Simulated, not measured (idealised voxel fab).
process module | voxel tone inversion
cross-section cut | 230 nm wide | cells 5 nm
A cross-section is a grid of square cells, given in bands from the top down. A band is one or more rows of cells.
Each band's line starts with the height of the band's top and of its bottom, in nm. Then come its materials from left to right, each with its width in nm. One material with "throughout" fills the band from edge to edge. "air" is empty space.
Height 0 is the level under which the wafer as received is all one material. The lowest band goes on downwards, as in "0 down".
A width such as "30 to 40" changes by the same amount from each row of cells to the next, from the band's top row to its bottom row.
"no change" after a step means that no cell of the cross-section changed.
closed voids: empty space of 8 cells or more with no open way to the top, each as width x height at its distance from the left edge, in nm
after a step's settings: what the simulator itself notes on the step
overlay nm, on a step with a mask: how far to the right of its planned place the mask lay; to the left if negative
plan
1 op RECEIVE | material Si
2 op CONFORMAL_DEP | material SiN | thk nm 10
3 op DIRECTIONAL_DEP | material polySi | thk nm 15
4 op PATTERN | tone cover | mask id POSTS | material resist | width nm 20 | pitch nm 35 | thk nm 25 | overlay nm 0
5 op DIRECTIONAL_ETCH | etch materials polySi | depth nm 15
6 op STRIP | etch materials resist
7 op FILL_DEP | material lowk | thk nm 5
8 op CMP | height nm 25
9 op STRIP | etch materials polySi
10 op CONFORMAL_DEP | material TiN | thk nm 5
11 op FILL_DEP | material W | thk nm 5
12 op CMP | height nm 25
13 op CONFORMAL_DEP | material SiN | thk nm 5
first wafer, as planned
as received, after step 1
  0 down: Si throughout
  closed voids: none
after step 2
  10 to 0: SiN throughout
  below 0: unchanged
after step 3
  25 to 10: polySi throughout
  below 10: unchanged
after step 4
  50 to 25: air 85 | resist 20 | air 15 | resist 20 | air 90
  below 25: unchanged
after step 5
  50 to 25: air 85 | resist 20 | air 15 | resist 20 | air 90
  25 to 10: air 85 | polySi 20 | air 15 | polySi 20 | air 90
  below 10: unchanged
after step 6
  25 to 10: air 85 | polySi 20 | air 15 | polySi 20 | air 90
  below 10: unchanged
after step 7
  30 to 25: lowk throughout
  25 to 10: lowk 85 | polySi 20 | lowk 15 | polySi 20 | lowk 90
  below 10: unchanged
after step 8
  25 to 10: lowk 85 | polySi 20 | lowk 15 | polySi 20 | lowk 90
  below 10: unchanged
after step 9
  25 to 10: lowk 85 | air 20 | lowk 15 | air 20 | lowk 90
  below 10: unchanged
after step 10
  30 to 25: TiN 90 | air 10 | TiN 25 | air 10 | TiN 95
  25 to 15: lowk 85 | TiN 5 | air 10 | TiN 5 | lowk 15 | TiN 5 | air 10 | TiN 5 | lowk 90
  15 to 10: lowk 85 | TiN 20 | lowk 15 | TiN 20 | lowk 90
  below 10: unchanged
after step 11
  35 to 30: W throughout
  30 to 25: TiN 90 | W 10 | TiN 25 | W 10 | TiN 95
  25 to 15: lowk 85 | TiN 5 | W 10 | TiN 5 | lowk 15 | TiN 5 | W 10 | TiN 5 | lowk 90
  below 15: unchanged
after step 12
  25 to 15: lowk 85 | TiN 5 | W 10 | TiN 5 | lowk 15 | TiN 5 | W 10 | TiN 5 | lowk 90
  below 15: unchanged
after step 13
  30 to 25: SiN throughout
  below 25: unchanged
second wafer: like start, like plan, one mistake. Through step 9 it matches the first wafer
when step 10 should have ended
  30 to 15: lowk 90 | air 10 | lowk 25 | air 10 | lowk 95
  15 to 10: lowk throughout
  below 10: unchanged
when step 11 should have ended
  35 to 30: W throughout
  30 to 15: lowk 90 | W 10 | lowk 25 | W 10 | lowk 95
  below 15: unchanged
when step 12 should have ended
  25 to 15: lowk 90 | W 10 | lowk 25 | W 10 | lowk 95
  below 15: unchanged
when step 13 should have ended
  30 to 25: SiN throughout
  below 25: unchanged
what went wrong: step 10 ran as: op CONFORMAL_DEP | material lowk | thk nm 5
at the end the second wafer has, in cells: 16 fewer of TiN | 16 more of lowk
